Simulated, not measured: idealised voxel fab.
This section sets out a process module, namely voxel air gaps.
cross-section cut | 265 nm wide | cells 5 nm
A cross-section is a grid of square cells, given in bands from the top down. A band is one or more rows of cells.
Band: top and bottom heights (nm) first, top before bottom; then materials from left to right, widths in nm. "full width" marks a sole material filling the band edge to edge. "blank" denotes empty space.
All heights in this document are referenced to 0, defined as the level beneath which the wafer, as received, consists entirely of one material. The lowest band is not bounded below; it extends indefinitely downward and is written in the form "0 down".
Note: "30 to 40" means the width goes from the first number (top row of the band) to the second number (bottom row) in equal steps per row of cells.
Where a step carries "nothing changed", the cross-section came out of it unchanged, cell for cell.
Basically, "Closed void catalog" tells you about the enclosed voids: empty spaces with no open way to the top, 8 cells or bigger, each written width x height at distance, where distance is from the left edge, all in nm.
The remark found on a step's line after its settings is issued by the simulator itself and pertains to that step.
overlay nm: for a step with a mask, the amount by which the mask lay right of where it was planned; a negative amount means left of it.

PLANNED STEP LIST FOR THE PROCESS
1. RECEIVE, material Si
2. CONFORMAL_DEP, material SiO2, thk nm 10
3. CONFORMAL_DEP, material SiN, thk nm 5
4. DIRECTIONAL_DEP, material lowk, thk nm 30
5. PATTERN, tone open, mask id LINES, material resist, width nm 25, pitch nm 50, thk nm 15, overlay nm 0
6. DIRECTIONAL_ETCH, etch materials lowk, depth nm 30
7. STRIP, etch materials resist
8. CONFORMAL_DEP, material TiN, thk nm 5
9. FILL_DEP, material Ru, thk nm 10
10. CMP, height nm 45
11. EPI, material Ru, thk nm 10
12. SELECTIVE_ETCH, etch materials lowk, depth nm 40
13. CONFORMAL_DEP, material SiCN, thk nm 5

DELIVERED WAFER IN CROSS-SECTION: STATE AFTER STEP 1
- 0 down  Si full width
- Closed void catalog: none

THE FIRST OF TWO WAFERS, CROSS-SECTIONED AT THE END OF THE MODULE, WITH THE RUN PROCEEDING AS PLANNED
- 60 to 55  blank 30 nm; SiCN 205 nm; blank 30 nm
- 55 to 45  blank 30 nm; SiCN 5 nm; Ru 45 nm; SiCN 5 nm; Ru 45 nm; SiCN 5 nm; Ru 45 nm; SiCN 5 nm; Ru 45 nm; SiCN 5 nm; blank 30 nm
- 45 to 40  blank 30 nm; SiCN 15 nm; TiN 5 nm; Ru 15 nm; TiN 5 nm; SiCN 25 nm; TiN 5 nm; Ru 15 nm; TiN 5 nm; SiCN 25 nm; TiN 5 nm; Ru 15 nm; TiN 5 nm; SiCN 25 nm; TiN 5 nm; Ru 15 nm; TiN 5 nm; SiCN 15 nm; blank 30 nm
- 40 to 20  blank 40 nm; SiCN 5 nm; TiN 5 nm; Ru 15 nm; TiN 5 nm; SiCN 5 nm; blank 15 nm; SiCN 5 nm; TiN 5 nm; Ru 15 nm; TiN 5 nm; SiCN 5 nm; blank 15 nm; SiCN 5 nm; TiN 5 nm; Ru 15 nm; TiN 5 nm; SiCN 5 nm; blank 15 nm; SiCN 5 nm; TiN 5 nm; Ru 15 nm; TiN 5 nm; SiCN 5 nm; blank 40 nm
- 20 to 15  SiCN 45 nm; TiN 25 nm; SiCN 25 nm; TiN 25 nm; SiCN 25 nm; TiN 25 nm; SiCN 25 nm; TiN 25 nm; SiCN 45 nm
- 15 to 10  SiN full width
- 10 to 0  SiO2 full width
- 0 down  Si full width
- Closed void catalog: 15 x 20 at 75; 15 x 20 at 125; 15 x 20 at 175

SECOND OF TWO WAFERS, MODULE COMPLETE, SECTIONED: IT SHARES THE FIRST WAFER'S START AND PLAN BUT WAS RUN WITH ONE MISTAKE
- 60 to 55  SiCN full width
- 55 to 45  Ru full width
- 45 to 40  TiN 50 nm; Ru 15 nm; TiN 35 nm; Ru 15 nm; TiN 35 nm; Ru 15 nm; TiN 35 nm; Ru 15 nm; TiN 50 nm
- 40 to 20  lowk 45 nm; TiN 5 nm; Ru 15 nm; TiN 5 nm; lowk 25 nm; TiN 5 nm; Ru 15 nm; TiN 5 nm; lowk 25 nm; TiN 5 nm; Ru 15 nm; TiN 5 nm; lowk 25 nm; TiN 5 nm; Ru 15 nm; TiN 5 nm; lowk 45 nm
- 20 to 15  lowk 45 nm; TiN 25 nm; lowk 25 nm; TiN 25 nm; lowk 25 nm; TiN 25 nm; lowk 25 nm; TiN 25 nm; lowk 45 nm
- 15 to 10  SiN full width
- 10 to 0  SiO2 full width
- 0 down  Si full width
- Closed void catalog: none
So what did we get wrong on this run? step 4 was not run as planned; what actually ran was DIRECTIONAL_DEP, material lowk, thk nm 25
Materials where the second wafer ends with more or fewer cells than the first: Ru +34; SiCN -84; TiN +33; lowk +165
End state: 3 closed voids on the first wafer, 0 on the second.
